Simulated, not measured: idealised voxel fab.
Presented below is a process module, voxel gate over fins.
Shown is cross-section cut, with a width of 230 nm and square cells of size 5 nm.
Cross-section layout: square cells on a grid; listed as bands, top to bottom; a band spans one or more cell rows. The band entry comprises the height of the band's top followed by the height of its bottom, expressed in nm, and subsequently the band's materials from left to right, each stated together with its width in nm. Where a single material is marked with the word "throughout", that material fills the band from edge to edge. The word "blank" represents empty space. We count height from 0. Below that, the starting wafer is all one material. The lowest band never ends at the bottom but goes on down; see "0..down" for how that is written. It should be noted that a width expressed as "30 to 40" varies in equal increments from row to row of cells within the band, taking the value of the first number at the top row and that of the second number at the bottom row. What does "nothing got changed" mean for a step? It means no cell of the cross-section changed in that step. The label "Cavities, closed" introduces a list of the empty spaces, 8 cells or larger, that have no open way up to the top; each entry in it reads width x height at distance, where the distance is taken from the left edge and all three are stated in nm. On a step's line, text after the settings is the simulator commenting on that step. overlay nm: right-of-plan distance of the mask on a masked step; negative values mean left-of-plan.

plan:
step 1: RECEIVE [material Si]
step 2: CONFORMAL_DEP [material SiN] [thk nm 5]
step 3: MASKED_ETCH [tone cover] [mask id FINS] [width nm 15] [pitch nm 35] [etch materials SiN] [depth nm 5] [overlay nm 0]
step 4: MASKED_ETCH [tone cover] [mask id FINS] [width nm 15] [pitch nm 35] [etch materials Si] [depth nm 40] [overlay nm 0]
step 5: OXIDIZE [depth nm 5]
step 6: FILL_DEP [material SiO2] [thk nm 10]
step 7: CMP [height nm 5]
step 8: SELECTIVE_ETCH [etch materials SiO2] [depth nm 20]
step 9: STRIP [etch materials SiN]
step 10: CONFORMAL_DEP [material HfO2] [thk nm 5]
step 11: CONFORMAL_DEP [material TiN] [thk nm 5]
step 12: FILL_DEP [material W] [thk nm 15]
step 13: CMP [height nm 20]
step 14: CONFORMAL_DEP [material SiCN] [thk nm 5]

Run as planned: first of two wafers:

Cross-section of the incoming wafer, state after step 1:
0..down  Si throughout
Cavities, closed: none

How the wafer stands in section after step 2:
5..0  SiN throughout
Beneath the level 0, the cross-section is identical to its previous state.

How the wafer stands in section after step 3:
5..0  blank: 70, then SiN: 15, then blank: 20, then SiN: 15, then blank: 20, then SiN: 15, then blank: 75
Beneath the level 0, the cross-section is identical to its previous state.

How the wafer stands in section after step 4:
5..0  blank: 70, then SiN: 15, then blank: 20, then SiN: 15, then blank: 20, then SiN: 15, then blank: 75
0..-40  blank: 70, then Si: 15, then blank: 20, then Si: 15, then blank: 20, then Si: 15, then blank: 75
Beneath the level -40, the cross-section is identical to its previous state.

How the wafer stands in section after step 5:
5..0  blank: 70, then SiN: 15, then blank: 20, then SiN: 15, then blank: 20, then SiN: 15, then blank: 75
0..-40  blank: 70, then SiO2: 5, then Si: 5, then SiO2: 5, then blank: 20, then SiO2: 5, then Si: 5, then SiO2: 5, then blank: 20, then SiO2: 5, then Si: 5, then SiO2: 5, then blank: 75
-40..-45  SiO2: 75, then Si: 5, then SiO2: 30, then Si: 5, then SiO2: 30, then Si: 5, then SiO2: 80
Beneath the level -45, the cross-section is identical to its previous state.

How the wafer stands in section after step 6:
15..5  SiO2 throughout
5..0  SiO2: 70, then SiN: 15, then SiO2: 20, then SiN: 15, then SiO2: 20, then SiN: 15, then SiO2: 75
0..-45  SiO2: 75, then Si: 5, then SiO2: 30, then Si: 5, then SiO2: 30, then Si: 5, then SiO2: 80
Beneath the level -45, the cross-section is identical to its previous state.

How the wafer stands in section after step 7:
5..0  SiO2: 70, then SiN: 15, then SiO2: 20, then SiN: 15, then SiO2: 20, then SiN: 15, then SiO2: 75
Beneath the level 0, the cross-section is identical to its previous state.

How the wafer stands in section after step 8:
5..0  blank: 70, then SiN: 15, then blank: 20, then SiN: 15, then blank: 20, then SiN: 15, then blank: 75
0..-15  blank: 75, then Si: 5, then blank: 30, then Si: 5, then blank: 30, then Si: 5, then blank: 80
Beneath the level -15, the cross-section is identical to its previous state.

How the wafer stands in section after step 9:
0..-15  blank: 75, then Si: 5, then blank: 30, then Si: 5, then blank: 30, then Si: 5, then blank: 80
Beneath the level -15, the cross-section is identical to its previous state.

How the wafer stands in section after step 10:
5..0  blank: 70, then HfO2: 15, then blank: 20, then HfO2: 15, then blank: 20, then HfO2: 15, then blank: 75
0..-10  blank: 70, then HfO2: 5, then Si: 5, then HfO2: 5, then blank: 20, then HfO2: 5, then Si: 5, then HfO2: 5, then blank: 20, then HfO2: 5, then Si: 5, then HfO2: 5, then blank: 75
-10..-15  HfO2: 75, then Si: 5, then HfO2: 30, then Si: 5, then HfO2: 30, then Si: 5, then HfO2: 80
Beneath the level -15, the cross-section is identical to its previous state.

How the wafer stands in section after step 11:
10..5  blank: 65, then TiN: 25, then blank: 10, then TiN: 25, then blank: 10, then TiN: 25, then blank: 70
5..0  blank: 65, then TiN: 5, then HfO2: 15, then TiN: 5, then blank: 10, then TiN: 5, then HfO2: 15, then TiN: 5, then blank: 10, then TiN: 5, then HfO2: 15, then TiN: 5, then blank: 70
0..-5  blank: 65, then TiN: 5, then HfO2: 5, then Si: 5, then HfO2: 5, then TiN: 5, then blank: 10, then TiN: 5, then HfO2: 5, then Si: 5, then HfO2: 5, then TiN: 5, then blank: 10, then TiN: 5, then HfO2: 5, then Si: 5, then HfO2: 5, then TiN: 5, then blank: 70
-5..-10  TiN: 70, then HfO2: 5, then Si: 5, then HfO2: 5, then TiN: 20, then HfO2: 5, then Si: 5, then HfO2: 5, then TiN: 20, then HfO2: 5, then Si: 5, then HfO2: 5, then TiN: 75
Beneath the level -10, the cross-section is identical to its previous state.

How the wafer stands in section after step 12:
25..10  W throughout
10..5  W: 65, then TiN: 25, then W: 10, then TiN: 25, then W: 10, then TiN: 25, then W: 70
5..0  W: 65, then TiN: 5, then HfO2: 15, then TiN: 5, then W: 10, then TiN: 5, then HfO2: 15, then TiN: 5, then W: 10, then TiN: 5, then HfO2: 15, then TiN: 5, then W: 70
0..-5  W: 65, then TiN: 5, then HfO2: 5, then Si: 5, then HfO2: 5, then TiN: 5, then W: 10, then TiN: 5, then HfO2: 5, then Si: 5, then HfO2: 5, then TiN: 5, then W: 10, then TiN: 5, then HfO2: 5, then Si: 5, then HfO2: 5, then TiN: 5, then W: 70
Beneath the level -5, the cross-section is identical to its previous state.

How the wafer stands in section after step 13:
20..10  W throughout
Beneath the level 10, the cross-section is identical to its previous state.

How the wafer stands in section after step 14:
25..20  SiCN throughout
Beneath the level 20, the cross-section is identical to its previous state.

Second wafer: same start and same plan as the first, one execution error; identical to the first through step 7:

Second wafer cross-section, taken as of the time the plan sets for step 8 to be done:
5..0  blank: 70, then SiN: 15, then blank: 20, then SiN: 15, then blank: 20, then SiN: 15, then blank: 75
0..-35  blank: 75, then Si: 5, then blank: 30, then Si: 5, then blank: 30, then Si: 5, then blank: 80
Beneath the level -35, the cross-section is identical to its previous state.

Second wafer cross-section, taken as of the time the plan sets for step 9 to be done:
0..-35  blank: 75, then Si: 5, then blank: 30, then Si: 5, then blank: 30, then Si: 5, then blank: 80
Beneath the level -35, the cross-section is identical to its previous state.

Second wafer cross-section, taken as of the time the plan sets for step 10 to be done:
5..0  blank: 70, then HfO2: 15, then blank: 20, then HfO2: 15, then blank: 20, then HfO2: 15, then blank: 75
0..-30  blank: 70, then HfO2: 5, then Si: 5, then HfO2: 5, then blank: 20, then HfO2: 5, then Si: 5, then HfO2: 5, then blank: 20, then HfO2: 5, then Si: 5, then HfO2: 5, then blank: 75
-30..-35  HfO2: 75, then Si: 5, then HfO2: 30, then Si: 5, then HfO2: 30, then Si: 5, then HfO2: 80
Beneath the level -35, the cross-section is identical to its previous state.

Second wafer cross-section, taken as of the time the plan sets for step 11 to be done:
10..5  blank: 65, then TiN: 25, then blank: 10, then TiN: 25, then blank: 10, then TiN: 25, then blank: 70
5..0  blank: 65, then TiN: 5, then HfO2: 15, then TiN: 5, then blank: 10, then TiN: 5, then HfO2: 15, then TiN: 5, then blank: 10, then TiN: 5, then HfO2: 15, then TiN: 5, then blank: 70
0..-25  blank: 65, then TiN: 5, then HfO2: 5, then Si: 5, then HfO2: 5, then TiN: 5, then blank: 10, then TiN: 5, then HfO2: 5, then Si: 5, then HfO2: 5, then TiN: 5, then blank: 10, then TiN: 5, then HfO2: 5, then Si: 5, then HfO2: 5, then TiN: 5, then blank: 70
-25..-30  TiN: 70, then HfO2: 5, then Si: 5, then HfO2: 5, then TiN: 20, then HfO2: 5, then Si: 5, then HfO2: 5, then TiN: 20, then HfO2: 5, then Si: 5, then HfO2: 5, then TiN: 75
Beneath the level -30, the cross-section is identical to its previous state.

Second wafer cross-section, taken as of the time the plan sets for step 12 to be done:
25..10  W throughout
10..5  W: 65, then TiN: 25, then W: 10, then TiN: 25, then W: 10, then TiN: 25, then W: 70
5..0  W: 65, then TiN: 5, then HfO2: 15, then TiN: 5, then W: 10, then TiN: 5, then HfO2: 15, then TiN: 5, then W: 10, then TiN: 5, then HfO2: 15, then TiN: 5, then W: 70
0..-25  W: 65, then TiN: 5, then HfO2: 5, then Si: 5, then HfO2: 5, then TiN: 5, then W: 10, then TiN: 5, then HfO2: 5, then Si: 5, then HfO2: 5, then TiN: 5, then W: 10, then TiN: 5, then HfO2: 5, then Si: 5, then HfO2: 5, then TiN: 5, then W: 70
Beneath the level -25, the cross-section is identical to its previous state.

Second wafer cross-section, taken as of the time the plan sets for step 13 to be done:
20..10  W throughout
Beneath the level 10, the cross-section is identical to its previous state.

Second wafer cross-section, taken as of the time the plan sets for step 14 to be done:
25..20  SiCN throughout
Beneath the level 20, the cross-section is identical to its previous state.
Diagnosis: the plan had its step 8 run twice
Final tally in cells, some materials are higher or lower on the second wafer than on the first: 24 more of HfO2, 172 fewer of SiO2, 24 more of TiN, 124 more of W
